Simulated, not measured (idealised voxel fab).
process module | voxel trench capacitor
cross-section cut | 280 nm wide | cells 5 nm
A cross-section is a grid of square cells, given in bands from the top down. A band is one or more rows of cells.
Each band's line starts with the height of the band's top and of its bottom, in nm. Then come its materials from left to right, each with its width in nm. One material with "throughout" fills the band from edge to edge. "air" is empty space.
Height 0 is the level under which the wafer as received is all one material. The lowest band goes on downwards, as in "0 down".
A width such as "30 to 40" changes by the same amount from each row of cells to the next, from the band's top row to its bottom row.
"no change" after a step means that no cell of the cross-section changed.
closed voids: empty space of 8 cells or more with no open way to the top, each as width x height at its distance from the left edge, in nm
after a step's settings: what the simulator itself notes on the step
overlay nm, on a step with a mask: how far to the right of its planned place the mask lay; to the left if negative
plan
1 op RECEIVE | material Si
2 op CONFORMAL_DEP | material SiN | thk nm 10
3 op MASKED_ETCH | tone open | mask id TRENCH | width nm 25 | pitch nm 55 | etch materials SiN | depth nm 10 | overlay nm 0
4 op MASKED_ETCH | tone open | mask id TRENCH | width nm 25 | pitch nm 55 | etch materials Si | depth nm 30 | overlay nm 0
5 op CONFORMAL_DEP | material SiO2 | thk nm 5
6 op FILL_DEP | material polySi | thk nm 5
7 op CMP | height nm 10
as received, after step 1
  0 down: Si throughout
  closed voids: none
first wafer at the end, as planned
  10 to 0: SiN 45 | SiO2 5 | polySi 15 | SiO2 5 | SiN 30 | SiO2 5 | polySi 15 | SiO2 5 | SiN 30 | SiO2 5 | polySi 15 | SiO2 5 | SiN 30 | SiO2 5 | polySi 15 | SiO2 5 | SiN 45
  0 to -25: Si 45 | SiO2 5 | polySi 15 | SiO2 5 | Si 30 | SiO2 5 | polySi 15 | SiO2 5 | Si 30 | SiO2 5 | polySi 15 | SiO2 5 | Si 30 | SiO2 5 | polySi 15 | SiO2 5 | Si 45
  -25 to -30: Si 45 | SiO2 25 | Si 30 | SiO2 25 | Si 30 | SiO2 25 | Si 30 | SiO2 25 | Si 45
  -30 down: Si throughout
  closed voids: none
second wafer at the end: like start, like plan, one mistake
  10 to 0: SiN 45 | SiO2 5 | polySi 15 to 10 | SiO2 5 to 10 | SiN 30 | SiO2 5 | polySi 15 to 10 | SiO2 5 to 10 | SiN 30 | SiO2 5 | polySi 15 to 10 | SiO2 5 to 10 | SiN 30 | SiO2 5 | polySi 15 to 10 | SiO2 5 to 10 | SiN 45
  0 to -25: Si 45 | SiO2 5 | polySi 10 | SiO2 5 | Si 35 | SiO2 5 | polySi 10 | SiO2 5 | Si 35 | SiO2 5 | polySi 10 | SiO2 5 | Si 35 | SiO2 5 | polySi 10 | SiO2 5 | Si 50
  -25 to -30: Si 45 | SiO2 20 | Si 35 | SiO2 20 | Si 35 | SiO2 20 | Si 35 | SiO2 20 | Si 50
  -30 down: Si throughout
  closed voids: none
what went wrong: step 4 ran as: op MASKED_ETCH | tone open | mask id TRENCH | width nm 25 | pitch nm 55 | etch materials Si | depth nm 30 | overlay nm -5
at the end the second wafer has, in cells: 24 more of Si | 24 fewer of polySi
